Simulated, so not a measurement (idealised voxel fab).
A process module follows: voxel self aligned vias.
Xsec cut, 210 nm wide, square cell size 5 nm.
Cross-section, as written here: a square-cell grid given band by band from the top down, where a band holds one or more rows of cells. A band entry consists of two parts. The first gives the height of the band's top and the height of its bottom, in nm. The rest lists the band's materials from left to right, each with its width in nm. A single material labelled with the word "edge to edge" fills the band from edge to edge, and the word "empty" marks empty space. The reference from which all heights are counted is 0, the level beneath which the as-received wafer is entirely one material; the lowest band, having no lower bound, proceeds downward and is written after the example "0 nm and below". Think of "30->40" as a width that walks from the first number to the second as you go down the band, top row to bottom row, taking equal-sized steps from row to row. "no change", as given for a step, is the statement that not any cell of the cross-section underwent a change during that step. Any empty space of 8 cells or more lacking an open way to the top shows up in "Sealed-off cavities" as width x height at distance, distance from the left edge, in nm. Heads up: the bit after the settings on a step's line is the simulator's remark on that step. On any step carrying a mask, the "overlay nm" setting, if present on the step's line, tells how far right of its planned place the mask lay; negative values point to the left.

-- plan
1: RECEIVE (material Si)
2: CONFORMAL_DEP (material SiO2; thk nm 10)
3: CONFORMAL_DEP (material SiCN; thk nm 5)
4: DIRECTIONAL_DEP (material SiO2; thk nm 30)
5: DIRECTIONAL_DEP (material aC; thk nm 10)
6: PATTERN (tone open; mask id LINES; material resist; width nm 25; pitch nm 55; thk nm 25; overlay nm 0)
7: DIRECTIONAL_ETCH (etch materials aC; depth nm 10)
8: STRIP (etch materials resist)
9: DIRECTIONAL_ETCH (etch materials SiO2; depth nm 30)
10: STRIP (etch materials aC)
11: CONFORMAL_DEP (material TiN; thk nm 5)
12: FILL_DEP (material Ru; thk nm 5)
13: CMP (height nm 45)
14: SELECTIVE_ETCH (etch materials W Ru TiN; depth nm 10)
15: FILL_DEP (material SiN; thk nm 5)
16: CMP (height nm 45)
17: DIRECTIONAL_DEP (material SiO2; thk nm 15)
18: PATTERN (tone open; mask id VIAS; material resist; width nm 35; thk nm 15; overlay nm 0)
19: DIRECTIONAL_ETCH (etch materials SiO2; depth nm 15)
20: DIRECTIONAL_ETCH (etch materials SiN; depth nm 10)
21: STRIP (etch materials resist)
22: CONFORMAL_DEP (material TiN; thk nm 5)
23: FILL_DEP (material W; thk nm 10)
24: CMP (height nm 60)
25: CONFORMAL_DEP (material SiN; thk nm 5)

-- Shown in cross-section is the wafer as received, that is, as it stands after step 1
  0 nm and below = Si edge to edge
  Sealed-off cavities: none

-- This is how the wafer looks in cross-section once the module is done, given the starting state and plan above and one mistake in carrying the plan out
  80 nm to 75 nm = SiN edge to edge
  75 nm to 65 nm = W edge to edge
  65 nm to 60 nm = 65 nm TiN | 25 nm W | 120 nm TiN
  60 nm to 50 nm = 60 nm SiO2 | 5 nm TiN | 25 nm W | 5 nm TiN | 115 nm SiO2
  50 nm to 45 nm = 60 nm SiO2 | 10 nm TiN | 15 nm W | 10 nm TiN | 115 nm SiO2
  45 nm to 40 nm = 65 nm SiO2 | 5 nm TiN | 15 nm W | 5 nm TiN | 30 nm SiO2 | 25 nm SiN | 65 nm SiO2
  40 nm to 35 nm = 65 nm SiO2 | 25 nm TiN | 30 nm SiO2 | 25 nm SiN | 65 nm SiO2
  35 nm to 20 nm = 65 nm SiO2 | 5 nm TiN | 15 nm Ru | 5 nm TiN | 30 nm SiO2 | 5 nm TiN | 15 nm Ru | 5 nm TiN | 65 nm SiO2
  20 nm to 15 nm = 65 nm SiO2 | 25 nm TiN | 30 nm SiO2 | 25 nm TiN | 65 nm SiO2
  15 nm to 10 nm = SiCN edge to edge
  10 nm to 0 nm = SiO2 edge to edge
  0 nm and below = Si edge to edge
  Sealed-off cavities: none
Against the plan, the run slipped here: step 24 of the plan was omitted and not executed
